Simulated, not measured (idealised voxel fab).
This is a process module. Its name is voxel air gaps.
We display cut, a cross-section 165 nm in width whose square cells are each 5 nm.
A cross-section is written here as square cells arranged in a grid, and it is given in bands from the top down, each band taking up one or more rows of cells. The band entry comprises the height of the band's top followed by the height of its bottom, expressed in nm, and subsequently the band's materials from left to right, each stated together with its width in nm. Where a single material is marked with the word "everywhere", that material fills the band from edge to edge. The word "air" represents empty space. Height datum 0, below which the as-received substrate wafer is one material. Lowest band open at the bottom, running downward: "0..down". So if you see something like "30 to 40" for the width, read it as the top row of the band sitting at the first number and the bottom row at the second, with every row in between moving by the same amount as the last. "everything unchanged" means the step left every cell of the cross-section as it was. The list in "Sealed void listing" covers empty spaces of 8 cells or more that cannot reach the top through any open way, and it gives each as width x height at distance; the distance is from the left edge, and width, height and distance are in nm. Whatever follows a step's settings on its line is a remark the simulator itself makes about that step. "overlay nm", when on a step's line for a step with a mask, measures how far to the right of its planned place the mask lay; a negative measure means to the left.

**Process steps (planned)**
1. RECEIVE,material Si
2. CONFORMAL_DEP,material SiO2,thk nm 15
3. CONFORMAL_DEP,material SiCN,thk nm 5
4. DIRECTIONAL_DEP,material SiO2,thk nm 30
5. DIRECTIONAL_DEP,material aC,thk nm 10
6. PATTERN,tone open,mask id LINES,material resist,width nm 15,pitch nm 40,thk nm 25,overlay nm 0
7. DIRECTIONAL_ETCH,etch materials aC,depth nm 10
8. STRIP,etch materials resist
9. DIRECTIONAL_ETCH,etch materials SiO2,depth nm 30
10. STRIP,etch materials aC
11. CONFORMAL_DEP,material TiN,thk nm 5
12. FILL_DEP,material W,thk nm 10
13. CMP,height nm 50
14. EPI,material Ru,thk nm 10
15. SELECTIVE_ETCH,etch materials SiO2,depth nm 40
16. CONFORMAL_DEP,material SiCN,thk nm 5

**Wafer as received: cross-section following step 1**
	0..down = Si everywhere
	Sealed void listing: none

**Final cross-section, module run with one mistake (start and plan as above)**
	55..45 = SiCN everywhere
	45..0 = SiO2 everywhere
	0..down = Si everywhere
	Sealed void listing: none
What broke from the plan during processing? transposition of steps 3 and 4 relative to the planned sequence
